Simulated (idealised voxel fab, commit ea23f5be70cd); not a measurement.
Process module in this document: voxel released beams
The cross-section on display is named cut; it measures 280 nm wide, and its cells are 5 nm squares.
Cross-section format: a grid of square cells, given as bands from top to bottom; each band is one or more rows of cells.
The band entry comprises the height of the band's top followed by the height of its bottom, expressed in nm, and subsequently the band's materials from left to right, each stated together with its width in nm. Where a single material is marked with the word "all across", that material fills the band from edge to edge. The word "blank" represents empty space.
Where do heights start? At 0: under that level the wafer as delivered is made of one material only. And the lowest band has no floor; it just carries on downward, as in "0..down".
A two-number width, for instance "30..40", indicates that the width is equal to the first number in the top row of the band and to the second number in the bottom row, and that it changes by a constant amount per row of cells.
"no modifications" means the step left every cell of the cross-section as it was.
The entry titled "Trapped void list" provides the empty spaces that have no open way to the top, restricted to those of 8 cells or more. Each is presented as width x height at distance, the distance being measured from the left edge, with all three in nm.
Text after the settings on a step's line: the simulator's own remark on that step.
What "overlay nm" on a step's line means: if the step has a mask, that mask lay this far to the right of its planned place, or, when the value is negative, to the left.

STEPS PLANNED FOR THE PROCESS
1 RECEIVE with material Si
2 CONFORMAL_DEP with material SiN, thk nm 10
3 DIRECTIONAL_DEP with material SiO2, thk nm 15
4 MASKED_ETCH with tone open, mask id ANCHOR, width nm 40, etch materials SiO2, depth nm 15, overlay nm 0
5 CONFORMAL_DEP with material W, thk nm 15
6 DIRECTIONAL_DEP with material aC, thk nm 10
7 PATTERN with tone cover, mask id BEAM, material resist, width nm 120, thk nm 25, overlay nm 0
8 DIRECTIONAL_ETCH with etch materials aC, depth nm 10
9 STRIP with etch materials resist
10 DIRECTIONAL_ETCH with etch materials W, depth nm 15
11 STRIP with etch materials aC
12 STRIP with etch materials SiO2

ACCOUNT OF THE FIRST OF TWO WAFERS, WHICH WAS PROCESSED AS INTENDED

WAFER AT RECEIPT (POST STEP 1), CROSS-SECTION
  0..down | Si all across
  Trapped void list: none

WAFER XSEC, POST STEP 2
  10..0 | SiN all across
  Everything below 0 is unchanged.

WAFER XSEC, POST STEP 3
  25..10 | SiO2 all across
  Everything below 10 is unchanged.

WAFER XSEC, POST STEP 4
  25..10 | 80 of SiO2  40 of blank  160 of SiO2
  Everything below 10 is unchanged.

WAFER XSEC, POST STEP 5
  40..25 | 95 of W  10 of blank  175 of W
  25..10 | 80 of SiO2  40 of W  160 of SiO2
  Everything below 10 is unchanged.

WAFER XSEC, POST STEP 6
  50..40 | 95 of aC  10 of blank  175 of aC
  40..35 | 95 of W  10 of blank  175 of W
  35..25 | 95 of W  10 of aC  175 of W
  Everything below 25 is unchanged.

WAFER XSEC, POST STEP 7
  75..50 | 75 of blank  120 of resist  85 of blank
  50..40 | 95 of aC  10 of resist  175 of aC
  40..35 | 95 of W  10 of resist  175 of W
  Everything below 35 is unchanged.

WAFER XSEC, POST STEP 8
  65..50 | 75 of blank  120 of resist  85 of blank
  50..40 | 75 of blank  20 of aC  10 of resist  90 of aC  85 of blank
  Everything below 40 is unchanged.

WAFER XSEC, POST STEP 9
  50..40 | 75 of blank  20 of aC  10 of blank  90 of aC  85 of blank
  40..35 | 95 of W  10 of blank  175 of W
  Everything below 35 is unchanged.

WAFER XSEC, POST STEP 10
  50..40 | 75 of blank  20 of aC  10 of blank  90 of aC  85 of blank
  40..35 | 75 of blank  20 of W  10 of blank  90 of W  85 of blank
  35..25 | 75 of blank  20 of W  10 of aC  90 of W  85 of blank
  Everything below 25 is unchanged.

WAFER XSEC, POST STEP 11
  40..25 | 75 of blank  20 of W  10 of blank  90 of W  85 of blank
  Everything below 25 is unchanged.

WAFER XSEC, POST STEP 12
  40..25 | 75 of blank  20 of W  10 of blank  90 of W  85 of blank
  25..10 | 80 of blank  40 of W  160 of blank
  Everything below 10 is unchanged.

OKAY, SECOND WAFER. NOTHING DIFFERENT AT THE START, NOTHING DIFFERENT IN THE PLAN, JUST ONE MISTAKE SOMEWHERE IN THE RUNNING. AS FAR AS STEP 1, COUNTING THAT STEP, IT'S THE FIRST WAFER ALL OVER AGAIN

Planned end of step 2: second wafer, cross-section: no modifications

PLANNED END OF STEP 3: SECOND WAFER, CROSS-SECTION
  15..0 | SiO2 all across
  Everything below 0 is unchanged.

PLANNED END OF STEP 4: SECOND WAFER, CROSS-SECTION
  15..0 | 80 of SiO2  40 of blank  160 of SiO2
  Everything below 0 is unchanged.

PLANNED END OF STEP 5: SECOND WAFER, CROSS-SECTION
  30..15 | 95 of W  10 of blank  175 of W
  15..0 | 80 of SiO2  40 of W  160 of SiO2
  Everything below 0 is unchanged.

PLANNED END OF STEP 6: SECOND WAFER, CROSS-SECTION
  40..30 | 95 of aC  10 of blank  175 of aC
  30..25 | 95 of W  10 of blank  175 of W
  25..15 | 95 of W  10 of aC  175 of W
  Everything below 15 is unchanged.

PLANNED END OF STEP 7: SECOND WAFER, CROSS-SECTION
  65..40 | 75 of blank  120 of resist  85 of blank
  40..30 | 95 of aC  10 of resist  175 of aC
  30..25 | 95 of W  10 of resist  175 of W
  Everything below 25 is unchanged.

PLANNED END OF STEP 8: SECOND WAFER, CROSS-SECTION
  55..40 | 75 of blank  120 of resist  85 of blank
  40..30 | 75 of blank  20 of aC  10 of resist  90 of aC  85 of blank
  Everything below 30 is unchanged.

PLANNED END OF STEP 9: SECOND WAFER, CROSS-SECTION
  40..30 | 75 of blank  20 of aC  10 of blank  90 of aC  85 of blank
  30..25 | 95 of W  10 of blank  175 of W
  Everything below 25 is unchanged.

PLANNED END OF STEP 10: SECOND WAFER, CROSS-SECTION
  40..30 | 75 of blank  20 of aC  10 of blank  90 of aC  85 of blank
  30..25 | 75 of blank  20 of W  10 of blank  90 of W  85 of blank
  25..15 | 75 of blank  20 of W  10 of aC  90 of W  85 of blank
  Everything below 15 is unchanged.

PLANNED END OF STEP 11: SECOND WAFER, CROSS-SECTION
  30..15 | 75 of blank  20 of W  10 of blank  90 of W  85 of blank
  Everything below 15 is unchanged.

PLANNED END OF STEP 12: SECOND WAFER, CROSS-SECTION
  30..15 | 75 of blank  20 of W  10 of blank  90 of W  85 of blank
  15..0 | 80 of blank  40 of W  160 of blank
  Everything below 0 is unchanged.
In executing the process, a mistake was made relative to the plan: plan step 2 never ran because it was skipped
at the end the second wafer has, in cells: 112 fewer of SiN
